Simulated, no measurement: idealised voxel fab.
The following process module bears the name voxel trench capacitor.
The width of the displayed cross-section, cut, is 275 nm; its cells are square, with a size of 5 nm.
Heads up, the way a cross-section reads in here is a grid of square cells, handed over as bands from the top down, with every band being one or more rows of cells.
What a band's entry tells you: where the top is and where the bottom is, as heights in nm, and after that what lies inside, material by material from left to right, each with its width in nm. Empty space is written as the word "air", and a single material marked with the word "all across" occupies the band from edge to edge.
Beneath 0, the wafer as received is one material, and that level is where height counting begins. The lowest band goes on downward without a bottom; it is written like "z 0 and below".
Width spec "30->40" -> top row of cells at first value, bottom row at second value, equal per-row change in between.
When a step is marked "no modification", none of the cells in the cross-section changed during that step.
Empty spaces without an open route to the top, at least 8 cells in extent, make up the entry "Voids, enclosed"; each is given as width x height at distance, where the distance is measured from the left edge, and all are in nm.
Heads up: the bit after the settings on a step's line is the simulator's remark on that step.
overlay nm: mask offset rightward from planned place, masked step; negative means leftward offset.

Steps planned for the process:
1) RECEIVE,material Si
2) CONFORMAL_DEP,material SiN,thk nm 5
3) MASKED_ETCH,tone open,mask id TRENCH,width nm 20,pitch nm 35,etch materials SiN,depth nm 5,overlay nm 0
4) MASKED_ETCH,tone open,mask id TRENCH,width nm 20,pitch nm 35,etch materials Si,depth nm 40,overlay nm 0
5) CONFORMAL_DEP,material Al2O3,thk nm 5
6) FILL_DEP,material polySi,thk nm 5
7) CMP,height nm 5

As-received state of the wafer in cross-section, equivalent to post-step 1:
  z 0 and below: Si all across
  Voids, enclosed: none

First of two wafers, end-of-module section, run followed plan:
  z 5 to 0: 75 nm SiN; 5 nm Al2O3; 10 nm polySi; 5 nm Al2O3; 15 nm SiN; 5 nm Al2O3; 10 nm polySi; 5 nm Al2O3; 15 nm SiN; 5 nm Al2O3; 10 nm polySi; 5 nm Al2O3; 15 nm SiN; 5 nm Al2O3; 10 nm polySi; 5 nm Al2O3; 75 nm SiN
  z 0 to -35: 75 nm Si; 5 nm Al2O3; 10 nm polySi; 5 nm Al2O3; 15 nm Si; 5 nm Al2O3; 10 nm polySi; 5 nm Al2O3; 15 nm Si; 5 nm Al2O3; 10 nm polySi; 5 nm Al2O3; 15 nm Si; 5 nm Al2O3; 10 nm polySi; 5 nm Al2O3; 75 nm Si
  z -35 to -40: 75 nm Si; 20 nm Al2O3; 15 nm Si; 20 nm Al2O3; 15 nm Si; 20 nm Al2O3; 15 nm Si; 20 nm Al2O3; 75 nm Si
  z -40 and below: Si all across
  Voids, enclosed: none

Wafer two (of two), end-of-module cross-section: start = wafer one, plan = wafer one, one run mistake:
  z 5 to 0: 75 nm Al2O3; 20 nm SiN; 15 nm Al2O3; 20 nm SiN; 15 nm Al2O3; 20 nm SiN; 15 nm Al2O3; 20 nm SiN; 75 nm Al2O3
  z 0 and below: Si all across
  Voids, enclosed: none
Which mistake was made when the wafer was run? it should be noted that step 3 was executed with settings other than those planned, the operation and settings actually applied being MASKED_ETCH,tone cover,mask id TRENCH,width nm 20,pitch nm 35,etch materials SiN,depth nm 5,overlay nm 0
Cell-count delta at end, second wafer over first, by material: -41 Al2O3; +128 Si; -23 SiN; -64 polySi
